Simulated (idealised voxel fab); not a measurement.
Process module under the name voxel self aligned vias
Shown is cross-section cut, with a width of 295 nm and square cells of size 5 nm.
We lay out every cross-section as a grid of square cells and spell it out in bands from the top down, where one band means one or more rows of cells. Within each band entry, the heights of the top and of the bottom of the band appear first, in that order and in nm; the materials of the band then follow from left to right, each with its corresponding width in nm. The designation "throughout" on a single material indicates that it fills the band from edge to edge; the designation "blank" indicates empty space. All heights in this document are referenced to 0, defined as the level beneath which the wafer, as received, consists entirely of one material. The lowest band is not bounded below; it extends indefinitely downward and is written in the form "top 0, no bottom". It should be noted that a width expressed as "30->40" varies in equal increments from row to row of cells within the band, taking the value of the first number at the top row and that of the second number at the bottom row. Any step labelled "no modification" changed none of the cells in the cross-section. Listed in "Closed voids list": every empty space of 8 or more cells without an open way to the top. Form: width x height at distance, the distance being from the left edge, all in nm. Text after the settings on a step's line: the simulator's own remark on that step. For masked steps, "overlay nm" on the step line gives how far right of plan the mask actually lay; a minus sign means it lay to the left.
-- So here's the lineup of process steps we planned
1 RECEIVE | material Si
2 CONFORMAL_DEP | material SiO2 | thk nm 10
3 CONFORMAL_DEP | material SiCN | thk nm 5
4 DIRECTIONAL_DEP | material lowk | thk nm 30
5 DIRECTIONAL_DEP | material aC | thk nm 15
6 PATTERN | tone open | mask id LINES | material resist | width nm 30 | pitch nm 70 | thk nm 35 | overlay nm 0
7 DIRECTIONAL_ETCH | etch materials aC | depth nm 15
8 STRIP | etch materials resist
9 DIRECTIONAL_ETCH | etch materials lowk | depth nm 30
10 STRIP | etch materials aC
11 CONFORMAL_DEP | material TiN | thk nm 5
12 FILL_DEP | material W | thk nm 10
13 CMP | height nm 45
14 SELECTIVE_ETCH | etch materials W Ru TiN | depth nm 10
15 FILL_DEP | material SiN | thk nm 10
16 CMP | height nm 45
17 DIRECTIONAL_DEP | material lowk | thk nm 20
18 PATTERN | tone open | mask id VIAS | material resist | width nm 40 | thk nm 15 | overlay nm 0
19 DIRECTIONAL_ETCH | etch materials lowk | depth nm 20
20 DIRECTIONAL_ETCH | etch materials SiN | depth nm 10
21 STRIP | etch materials resist
22 CONFORMAL_DEP | material TiN | thk nm 5
23 FILL_DEP | material W | thk nm 5
24 CMP | height nm 65
25 CONFORMAL_DEP | material SiCN | thk nm 5
-- Cross-sectional view of the wafer in its as-received condition, corresponding to the state after step 1
	top 0, no bottom | Si throughout
	Closed voids list: none
-- Here's the cross-section of the first of our two wafers at the end of the module - it ran as planned
	top 70, bottom 65 | SiCN throughout
	top 65, bottom 50 | 90 lowk, then 5 TiN, then 30 W, then 5 TiN, then 165 lowk
	top 50, bottom 45 | 90 lowk, then 10 TiN, then 20 W, then 10 TiN, then 165 lowk
	top 45, bottom 40 | 95 lowk, then 5 TiN, then 20 W, then 5 TiN, then 40 lowk, then 30 SiN, then 100 lowk
	top 40, bottom 35 | 95 lowk, then 30 TiN, then 40 lowk, then 30 SiN, then 100 lowk
	top 35, bottom 20 | 95 lowk, then 5 TiN, then 20 W, then 5 TiN, then 40 lowk, then 5 TiN, then 20 W, then 5 TiN, then 100 lowk
	top 20, bottom 15 | 95 lowk, then 30 TiN, then 40 lowk, then 30 TiN, then 100 lowk
	top 15, bottom 10 | SiCN throughout
	top 10, bottom 0 | SiO2 throughout
	top 0, no bottom | Si throughout
	Closed voids list: none
-- Second wafer through the module, sectioned at the end: same beginning and same plan as the first wafer, with one mistake in carrying it out
	top 75, bottom 70 | SiCN throughout
	top 70, bottom 65 | 95 TiN, then 30 W, then 170 TiN
	top 65, bottom 50 | 90 lowk, then 5 TiN, then 30 W, then 5 TiN, then 165 lowk
	top 50, bottom 45 | 90 lowk, then 10 TiN, then 20 W, then 10 TiN, then 165 lowk
	top 45, bottom 40 | 95 lowk, then 5 TiN, then 20 W, then 5 TiN, then 40 lowk, then 30 SiN, then 100 lowk
	top 40, bottom 35 | 95 lowk, then 30 TiN, then 40 lowk, then 30 SiN, then 100 lowk
	top 35, bottom 20 | 95 lowk, then 5 TiN, then 20 W, then 5 TiN, then 40 lowk, then 5 TiN, then 20 W, then 5 TiN, then 100 lowk
	top 20, bottom 15 | 95 lowk, then 30 TiN, then 40 lowk, then 30 TiN, then 100 lowk
	top 15, bottom 10 | SiCN throughout
	top 10, bottom 0 | SiO2 throughout
	top 0, no bottom | Si throughout
	Closed voids list: none
Here's what went sideways: note that step 24 departed from the planned setting and was carried out as CMP | height nm 70
Final comparison by cell count, materials where the second wafer has more or fewer than the first: 53 more of TiN | 6 more of W
